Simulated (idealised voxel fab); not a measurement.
This section sets out a process module, namely voxel released beams.
Pictured: cross-section cut, 225 nm wide, on a grid of 5 nm square cells.
Square cells in a grid make up a cross-section in this document, and the grid is given as bands, listed from the top down, each one or more rows of cells.
First you get the band's top height and its bottom height, in nm, and then the materials it's made of, left to right, with each width in nm. If you see a single material with "edge to edge", that one covers the band edge to edge. "empty" is empty space.
Height is counted from the level 0, under which the received wafer is composed throughout of one material. The lowest of the bands is not closed at the bottom but continues downward, in the notation "z 0 and below".
Top row gets the first number, bottom row gets the second, and each row in between changes by the same step: that is how a band width like "30 to 40" works.
Any step labelled "same as before" changed none of the cells in the cross-section.
"Closed void catalog": empty spaces of 8 cells or more with no open way to the top, each given as width x height at distance, distance from the left edge, all in nm.
Anything after a step's settings on that line? It's the simulator's own note about the step.
"overlay nm", when on a step's line for a step with a mask, measures how far to the right of its planned place the mask lay; a negative measure means to the left.
So here's the lineup of process steps we planned:
1) RECEIVE (material Si)
2) CONFORMAL_DEP (material SiN; thk nm 5)
3) DIRECTIONAL_DEP (material SiO2; thk nm 10)
4) DIRECTIONAL_DEP (material aC; thk nm 15)
5) PATTERN (tone open; mask id ANCHOR; material resist; width nm 45; thk nm 35; overlay nm 0)
6) DIRECTIONAL_ETCH (etch materials aC; depth nm 15)
7) STRIP (etch materials resist)
8) DIRECTIONAL_ETCH (etch materials SiO2; depth nm 10)
9) STRIP (etch materials aC)
10) CONFORMAL_DEP (material TiN; thk nm 15)
11) PATTERN (tone cover; mask id BEAM; material resist; width nm 90; thk nm 20; overlay nm 0)
12) DIRECTIONAL_ETCH (etch materials TiN; depth nm 15)
13) STRIP (etch materials resist)
14) STRIP (etch materials SiO2)
So, the first of our two wafers, run just as we planned it:
Cross-section of the wafer at receipt, which is the condition after step 1:
  z 0 and below | Si edge to edge
  Closed void catalog: none
The wafer, seen in cross-section, after step 2:
  z 5 to 0 | SiN edge to edge
  Below 0 it's all the same as before, nothing changed down there.
The wafer, seen in cross-section, after step 3:
  z 15 to 5 | SiO2 edge to edge
  Below 5 it's all the same as before, nothing changed down there.
The wafer, seen in cross-section, after step 4:
  z 30 to 15 | aC edge to edge
  Below 15 it's all the same as before, nothing changed down there.
The wafer, seen in cross-section, after step 5:
  z 65 to 30 | resist (70) / empty (45) / resist (110)
  Below 30 it's all the same as before, nothing changed down there.
The wafer, seen in cross-section, after step 6:
  z 50 to 30 | resist (70) / empty (45) / resist (110)
  z 30 to 15 | aC (70) / empty (45) / aC (110)
  Below 15 it's all the same as before, nothing changed down there.
The wafer, seen in cross-section, after step 7:
  z 30 to 15 | aC (70) / empty (45) / aC (110)
  Below 15 it's all the same as before, nothing changed down there.
The wafer, seen in cross-section, after step 8:
  z 30 to 15 | aC (70) / empty (45) / aC (110)
  z 15 to 5 | SiO2 (70) / empty (45) / SiO2 (110)
  Below 5 it's all the same as before, nothing changed down there.
The wafer, seen in cross-section, after step 9:
  z 15 to 5 | SiO2 (70) / empty (45) / SiO2 (110)
  Below 5 it's all the same as before, nothing changed down there.
The wafer, seen in cross-section, after step 10:
  z 30 to 20 | TiN (85) / empty (15) / TiN (125)
  z 20 to 15 | TiN edge to edge
  z 15 to 5 | SiO2 (70) / TiN (45) / SiO2 (110)
  Below 5 it's all the same as before, nothing changed down there.
The wafer, seen in cross-section, after step 11:
  z 50 to 30 | empty (65) / resist (90) / empty (70)
  z 30 to 20 | TiN (85) / resist (15) / TiN (125)
  Below 20 it's all the same as before, nothing changed down there.
The wafer, seen in cross-section, after step 12:
  z 50 to 30 | empty (65) / resist (90) / empty (70)
  z 30 to 20 | empty (65) / TiN (20) / resist (15) / TiN (55) / empty (70)
  z 20 to 15 | empty (65) / TiN (90) / empty (70)
  Below 15 it's all the same as before, nothing changed down there.
The wafer, seen in cross-section, after step 13:
  z 30 to 20 | empty (65) / TiN (20) / empty (15) / TiN (55) / empty (70)
  Below 20 it's all the same as before, nothing changed down there.
The wafer, seen in cross-section, after step 14:
  z 30 to 20 | empty (65) / TiN (20) / empty (15) / TiN (55) / empty (70)
  z 20 to 15 | empty (65) / TiN (90) / empty (70)
  z 15 to 5 | empty (70) / TiN (45) / empty (110)
  Below 5 it's all the same as before, nothing changed down there.
Second wafer: same start and same plan as the first, one execution error; identical to the first through step 4:
What the second wafer looks like in cross-section when step 5 should have wrapped up:
  z 65 to 30 | resist (75) / empty (45) / resist (105)
  Below 30 it's all the same as before, nothing changed down there.
What the second wafer looks like in cross-section when step 6 should have wrapped up:
  z 50 to 30 | resist (75) / empty (45) / resist (105)
  z 30 to 15 | aC (75) / empty (45) / aC (105)
  Below 15 it's all the same as before, nothing changed down there.
What the second wafer looks like in cross-section when step 7 should have wrapped up:
  z 30 to 15 | aC (75) / empty (45) / aC (105)
  Below 15 it's all the same as before, nothing changed down there.
What the second wafer looks like in cross-section when step 8 should have wrapped up:
  z 30 to 15 | aC (75) / empty (45) / aC (105)
  z 15 to 5 | SiO2 (75) / empty (45) / SiO2 (105)
  Below 5 it's all the same as before, nothing changed down there.
What the second wafer looks like in cross-section when step 9 should have wrapped up:
  z 15 to 5 | SiO2 (75) / empty (45) / SiO2 (105)
  Below 5 it's all the same as before, nothing changed down there.
What the second wafer looks like in cross-section when step 10 should have wrapped up:
  z 30 to 20 | TiN (90) / empty (15) / TiN (120)
  z 20 to 15 | TiN edge to edge
  z 15 to 5 | SiO2 (75) / TiN (45) / SiO2 (105)
  Below 5 it's all the same as before, nothing changed down there.
What the second wafer looks like in cross-section when step 11 should have wrapped up:
  z 50 to 30 | empty (65) / resist (90) / empty (70)
  z 30 to 20 | TiN (90) / resist (15) / TiN (120)
  Below 20 it's all the same as before, nothing changed down there.
What the second wafer looks like in cross-section when step 12 should have wrapped up:
  z 50 to 30 | empty (65) / resist (90) / empty (70)
  z 30 to 20 | empty (65) / TiN (25) / resist (15) / TiN (50) / empty (70)
  z 20 to 15 | empty (65) / TiN (90) / empty (70)
  Below 15 it's all the same as before, nothing changed down there.
What the second wafer looks like in cross-section when step 13 should have wrapped up:
  z 30 to 20 | empty (65) / TiN (25) / empty (15) / TiN (50) / empty (70)
  Below 20 it's all the same as before, nothing changed down there.
What the second wafer looks like in cross-section when step 14 should have wrapped up:
  z 30 to 20 | empty (65) / TiN (25) / empty (15) / TiN (50) / empty (70)
  z 20 to 15 | empty (65) / TiN (90) / empty (70)
  z 15 to 5 | empty (75) / TiN (45) / empty (105)
  Below 5 it's all the same as before, nothing changed down there.
Here's what went sideways: step 5 did not use the planned setting and instead ran as PATTERN (tone open; mask id ANCHOR; material resist; width nm 45; thk nm 35; overlay nm 5)
at the end the second wafer has, in cells: as many of each material as the first, in other places
